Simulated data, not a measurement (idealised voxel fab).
process module | voxel local oxidation
It is cross-section cut that appears here, measuring 280 nm in width, its square cells being 5 nm in size.
Cross-section = grid of square cells, listed top down in bands; band = one or more rows. Look at the band entry: it leads with the top's height and the bottom's height in nm. Then it lists the materials left to right, with a width in nm for each. The word "edge to edge" on a single material says that material fills the band edge to edge. The word "empty" is empty space. Ref level 0: as-received wafer is one material below here. Bottom band extends down with no lower bound ("from 0 down"). Width spec "30..40" -> top row of cells at first value, bottom row at second value, equal per-row change in between. A step reported as "nothing different" is a step in which no cell of the cross-section changed. Entry "Closed cavities" = empty spaces >= 8 cells with no open way to the top; each as width x height at distance, distance from left edge, all nm. Formally, on a step line, whatever follows the settings is a remark that the simulator itself makes on the step. Regarding "overlay nm": on a step with a mask, it is the distance the mask lay to the right of its planned place; a negative value places it to the left.
## Process steps (planned)
1,RECEIVE,material Si
2,CONFORMAL_DEP,material SiO2,thk nm 5
3,CONFORMAL_DEP,material SiN,thk nm 15
4,PATTERN,tone cover,mask id ACTIVE,material resist,width nm 95,thk nm 15,overlay nm -15
5,DIRECTIONAL_ETCH,etch materials SiN,depth nm 15
6,STRIP,etch materials resist
7,SELECTIVE_ETCH,etch materials SiO2,depth nm 5
8,OXIDIZE,depth nm 15
9,STRIP,etch materials SiN
Among the wafers covered here, the point of difference is the overlay nm at step 4; their starting state is shared, and the plan presents the value of the first wafer.
## Cut through the first of several wafers as received, post step 1
  from 0 down: Si edge to edge
  Closed cavities: none
## At the end of the module, after its last step, step 9, the first of several wafers appears in cross-section as follows
  from 5 to 0: empty=80; SiO2=85; empty=115
  from 0 to -15: SiO2=95; Si=55; SiO2=130
  from -15 down: Si edge to edge
  Closed cavities: none
## Here's the last wafer cross-sectioned at the end of the module
  from 5 to 0: empty=110; SiO2=85; empty=85
  from 0 to -15: SiO2=125; Si=55; SiO2=100
  from -15 down: Si edge to edge
  Closed cavities: none
## For your reference, the table is organized with a row per wafer; each row reflects the wafer at the end of the module, indicating for each material the cells gained (+) or lost (-) since receipt, and thereafter its closed voids
overlay nm -15, -135 Si, +152 SiO2, Closed cavities: none
overlay nm -10, -135 Si, +152 SiO2, Closed cavities: none
overlay nm -5, -135 Si, +152 SiO2, Closed cavities: none
overlay nm 0, -135 Si, +152 SiO2, Closed cavities: none
overlay nm 5, -135 Si, +152 SiO2, Closed cavities: none
overlay nm 10, -135 Si, +152 SiO2, Closed cavities: none
overlay nm 15, -135 Si, +152 SiO2, Closed cavities: none
